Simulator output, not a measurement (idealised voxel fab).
The following is a process module called voxel ribs on slabs.
Section shown: cut. Width: 160 nm. Cell size: 5 nm, square.
Cross-section layout: square cells on a grid; listed as bands, top to bottom; a band spans one or more cell rows.
This entry defines a band. It first specifies the height of the band's top and the height of its bottom in nm, and then specifies the band's materials from left to right, stating each material with its width in nm. The word "all across" identifies a single material that fills the band from edge to edge, while the word "air" identifies empty space.
Heights from 0 (as-received wafer is one material below). Bottom band endless downward, as "0 nm and below".
Quick explanation for "30 to 40": the width changes in equal steps down the rows of cells, from the first number in the band's top row to the second number in its bottom row.
Where a step carries "remained unchanged", the cross-section came out of it unchanged, cell for cell.
"Closed cavities" specifies each empty space that is not open to the top and that occupies no fewer than 8 cells, using the form width x height at distance, the distance measured from the left edge and all three quantities in nm.
Text after the settings on a step's line: the simulator's own remark on that step.
Each step line may optionally specify "overlay nm", which for a step with a mask gives the rightward distance between the mask's planned place and where it lay, a negative value indicating the leftward direction.

The planned process steps are enumerated hereunder
1: RECEIVE with material Si
2: DIRECTIONAL_DEP with material SiO2, thk nm 20
3: DIRECTIONAL_DEP with material polySi, thk nm 25
4: DIRECTIONAL_DEP with material aC, thk nm 10
5: PATTERN with tone cover, mask id RIB, material resist, width nm 30, thk nm 25, overlay nm 0
6: DIRECTIONAL_ETCH with etch materials aC, depth nm 10
7: STRIP with etch materials resist
8: DIRECTIONAL_ETCH with etch materials polySi, depth nm 5
9: STRIP with etch materials aC
10: DIRECTIONAL_DEP with material aC, thk nm 15
11: PATTERN with tone cover, mask id SLAB, material resist, width nm 80, thk nm 35, overlay nm 0
12: DIRECTIONAL_ETCH with etch materials aC, depth nm 15
13: STRIP with etch materials resist
14: DIRECTIONAL_ETCH with etch materials polySi, depth nm 20
15: STRIP with etch materials aC
16: FILL_DEP with material SiO2, thk nm 20
17: CMP with height nm 60
18: DIRECTIONAL_DEP with material W, thk nm 10
19: DIRECTIONAL_DEP with material aC, thk nm 15
20: PATTERN with tone cover, mask id HEATER, material resist, width nm 40, thk nm 30, overlay nm 0
21: DIRECTIONAL_ETCH with etch materials aC, depth nm 15
22: STRIP with etch materials resist
23: DIRECTIONAL_ETCH with etch materials W, depth nm 10
24: STRIP with etch materials aC
25: CONFORMAL_DEP with material SiO2, thk nm 10

Of two wafers, the first: run according to plan

Cross-section: wafer on arrival = after step 1
> 0 nm and below: Si all across
> Closed cavities: none

How the wafer stands in section after step 2
> 20 nm to 0 nm: SiO2 all across
> Anything lower than 0 is untouched.

How the wafer stands in section after step 3
> 45 nm to 20 nm: polySi all across
> Anything lower than 20 is untouched.

How the wafer stands in section after step 4
> 55 nm to 45 nm: aC all across
> Anything lower than 45 is untouched.

How the wafer stands in section after step 5
> 80 nm to 55 nm: air: 65 / resist: 30 / air: 65
> Anything lower than 55 is untouched.

How the wafer stands in section after step 6
> 70 nm to 55 nm: air: 65 / resist: 30 / air: 65
> 55 nm to 45 nm: air: 65 / aC: 30 / air: 65
> Anything lower than 45 is untouched.

How the wafer stands in section after step 7
> 55 nm to 45 nm: air: 65 / aC: 30 / air: 65
> Anything lower than 45 is untouched.

How the wafer stands in section after step 8
> 55 nm to 45 nm: air: 65 / aC: 30 / air: 65
> 45 nm to 40 nm: air: 65 / polySi: 30 / air: 65
> Anything lower than 40 is untouched.

How the wafer stands in section after step 9
> 45 nm to 40 nm: air: 65 / polySi: 30 / air: 65
> Anything lower than 40 is untouched.

How the wafer stands in section after step 10
> 60 nm to 55 nm: air: 65 / aC: 30 / air: 65
> 55 nm to 45 nm: aC all across
> 45 nm to 40 nm: aC: 65 / polySi: 30 / aC: 65
> Anything lower than 40 is untouched.

How the wafer stands in section after step 11
> 95 nm to 60 nm: air: 40 / resist: 80 / air: 40
> 60 nm to 55 nm: air: 40 / resist: 25 / aC: 30 / resist: 25 / air: 40
> Anything lower than 55 is untouched.

How the wafer stands in section after step 12
> 80 nm to 60 nm: air: 40 / resist: 80 / air: 40
> 60 nm to 55 nm: air: 40 / resist: 25 / aC: 30 / resist: 25 / air: 40
> 55 nm to 45 nm: air: 40 / aC: 80 / air: 40
> 45 nm to 40 nm: air: 40 / aC: 25 / polySi: 30 / aC: 25 / air: 40
> Anything lower than 40 is untouched.

How the wafer stands in section after step 13
> 60 nm to 55 nm: air: 65 / aC: 30 / air: 65
> Anything lower than 55 is untouched.

How the wafer stands in section after step 14
> 60 nm to 55 nm: air: 65 / aC: 30 / air: 65
> 55 nm to 45 nm: air: 40 / aC: 80 / air: 40
> 45 nm to 40 nm: air: 40 / aC: 25 / polySi: 30 / aC: 25 / air: 40
> 40 nm to 20 nm: air: 40 / polySi: 80 / air: 40
> Anything lower than 20 is untouched.

How the wafer stands in section after step 15
> 45 nm to 40 nm: air: 65 / polySi: 30 / air: 65
> Anything lower than 40 is untouched.

How the wafer stands in section after step 16
> 65 nm to 45 nm: SiO2 all across
> 45 nm to 40 nm: SiO2: 65 / polySi: 30 / SiO2: 65
> 40 nm to 20 nm: SiO2: 40 / polySi: 80 / SiO2: 40
> Anything lower than 20 is untouched.

How the wafer stands in section after step 17
> 60 nm to 45 nm: SiO2 all across
> Anything lower than 45 is untouched.

How the wafer stands in section after step 18
> 70 nm to 60 nm: W all across
> Anything lower than 60 is untouched.

How the wafer stands in section after step 19
> 85 nm to 70 nm: aC all across
> Anything lower than 70 is untouched.

How the wafer stands in section after step 20
> 115 nm to 85 nm: air: 60 / resist: 40 / air: 60
> Anything lower than 85 is untouched.

How the wafer stands in section after step 21
> 100 nm to 85 nm: air: 60 / resist: 40 / air: 60
> 85 nm to 70 nm: air: 60 / aC: 40 / air: 60
> Anything lower than 70 is untouched.

How the wafer stands in section after step 22
> 85 nm to 70 nm: air: 60 / aC: 40 / air: 60
> Anything lower than 70 is untouched.

How the wafer stands in section after step 23
> 85 nm to 70 nm: air: 60 / aC: 40 / air: 60
> 70 nm to 60 nm: air: 60 / W: 40 / air: 60
> Anything lower than 60 is untouched.

How the wafer stands in section after step 24
> 70 nm to 60 nm: air: 60 / W: 40 / air: 60
> Anything lower than 60 is untouched.

How the wafer stands in section after step 25
> 80 nm to 70 nm: air: 50 / SiO2: 60 / air: 50
> 70 nm to 60 nm: SiO2: 60 / W: 40 / SiO2: 60
> Anything lower than 60 is untouched.

Wafer two: like wafer one in start and plan, but with one mistake in execution; identical up to and including step 2

What the second wafer looks like in cross-section when step 3 should have wrapped up
> 70 nm to 20 nm: polySi all across
> Anything lower than 20 is untouched.

What the second wafer looks like in cross-section when step 4 should have wrapped up
> 80 nm to 70 nm: aC all across
> Anything lower than 70 is untouched.

What the second wafer looks like in cross-section when step 5 should have wrapped up
> 105 nm to 80 nm: air: 65 / resist: 30 / air: 65
> Anything lower than 80 is untouched.

What the second wafer looks like in cross-section when step 6 should have wrapped up
> 95 nm to 80 nm: air: 65 / resist: 30 / air: 65
> 80 nm to 70 nm: air: 65 / aC: 30 / air: 65
> Anything lower than 70 is untouched.

What the second wafer looks like in cross-section when step 7 should have wrapped up
> 80 nm to 70 nm: air: 65 / aC: 30 / air: 65
> Anything lower than 70 is untouched.

What the second wafer looks like in cross-section when step 8 should have wrapped up
> 80 nm to 70 nm: air: 65 / aC: 30 / air: 65
> 70 nm to 65 nm: air: 65 / polySi: 30 / air: 65
> Anything lower than 65 is untouched.

What the second wafer looks like in cross-section when step 9 should have wrapped up
> 70 nm to 65 nm: air: 65 / polySi: 30 / air: 65
> Anything lower than 65 is untouched.

What the second wafer looks like in cross-section when step 10 should have wrapped up
> 85 nm to 80 nm: air: 65 / aC: 30 / air: 65
> 80 nm to 70 nm: aC all across
> 70 nm to 65 nm: aC: 65 / polySi: 30 / aC: 65
> Anything lower than 65 is untouched.

What the second wafer looks like in cross-section when step 11 should have wrapped up
> 120 nm to 85 nm: air: 40 / resist: 80 / air: 40
> 85 nm to 80 nm: air: 40 / resist: 25 / aC: 30 / resist: 25 / air: 40
> Anything lower than 80 is untouched.

What the second wafer looks like in cross-section when step 12 should have wrapped up
> 105 nm to 85 nm: air: 40 / resist: 80 / air: 40
> 85 nm to 80 nm: air: 40 / resist: 25 / aC: 30 / resist: 25 / air: 40
> 80 nm to 70 nm: air: 40 / aC: 80 / air: 40
> 70 nm to 65 nm: air: 40 / aC: 25 / polySi: 30 / aC: 25 / air: 40
> Anything lower than 65 is untouched.

What the second wafer looks like in cross-section when step 13 should have wrapped up
> 85 nm to 80 nm: air: 65 / aC: 30 / air: 65
> Anything lower than 80 is untouched.

What the second wafer looks like in cross-section when step 14 should have wrapped up
> 85 nm to 80 nm: air: 65 / aC: 30 / air: 65
> 80 nm to 70 nm: air: 40 / aC: 80 / air: 40
> 70 nm to 65 nm: air: 40 / aC: 25 / polySi: 30 / aC: 25 / air: 40
> 65 nm to 45 nm: air: 40 / polySi: 80 / air: 40
> Anything lower than 45 is untouched.

What the second wafer looks like in cross-section when step 15 should have wrapped up
> 70 nm to 65 nm: air: 65 / polySi: 30 / air: 65
> Anything lower than 65 is untouched.

What the second wafer looks like in cross-section when step 16 should have wrapped up
> 90 nm to 70 nm: SiO2 all across
> 70 nm to 65 nm: SiO2: 65 / polySi: 30 / SiO2: 65
> 65 nm to 45 nm: SiO2: 40 / polySi: 80 / SiO2: 40
> Anything lower than 45 is untouched.

What the second wafer looks like in cross-section when step 17 should have wrapped up
> 60 nm to 45 nm: SiO2: 40 / polySi: 80 / SiO2: 40
> Anything lower than 45 is untouched.

What the second wafer looks like in cross-section when step 18 should have wrapped up
> 70 nm to 60 nm: W all across
> Anything lower than 60 is untouched.

What the second wafer looks like in cross-section when step 19 should have wrapped up
> 85 nm to 70 nm: aC all across
> Anything lower than 70 is untouched.

What the second wafer looks like in cross-section when step 20 should have wrapped up
> 115 nm to 85 nm: air: 60 / resist: 40 / air: 60
> Anything lower than 85 is untouched.

What the second wafer looks like in cross-section when step 21 should have wrapped up
> 100 nm to 85 nm: air: 60 / resist: 40 / air: 60
> 85 nm to 70 nm: air: 60 / aC: 40 / air: 60
> Anything lower than 70 is untouched.

What the second wafer looks like in cross-section when step 22 should have wrapped up
> 85 nm to 70 nm: air: 60 / aC: 40 / air: 60
> Anything lower than 70 is untouched.

What the second wafer looks like in cross-section when step 23 should have wrapped up
> 85 nm to 70 nm: air: 60 / aC: 40 / air: 60
> 70 nm to 60 nm: air: 60 / W: 40 / air: 60
> Anything lower than 60 is untouched.

What the second wafer looks like in cross-section when step 24 should have wrapped up
> 70 nm to 60 nm: air: 60 / W: 40 / air: 60
> Anything lower than 60 is untouched.

What the second wafer looks like in cross-section when step 25 should have wrapped up
> 80 nm to 70 nm: air: 50 / SiO2: 60 / air: 50
> 70 nm to 60 nm: SiO2: 60 / W: 40 / SiO2: 60
> Anything lower than 60 is untouched.
Heads up, the wafer didn't run the way we planned it: yeah, plan step 3 got run twice
Once processing is complete, comparing cell counts shows that the second wafer has more or fewer of certain materials than the first: SiO2: 138 fewer, polySi: 138 more
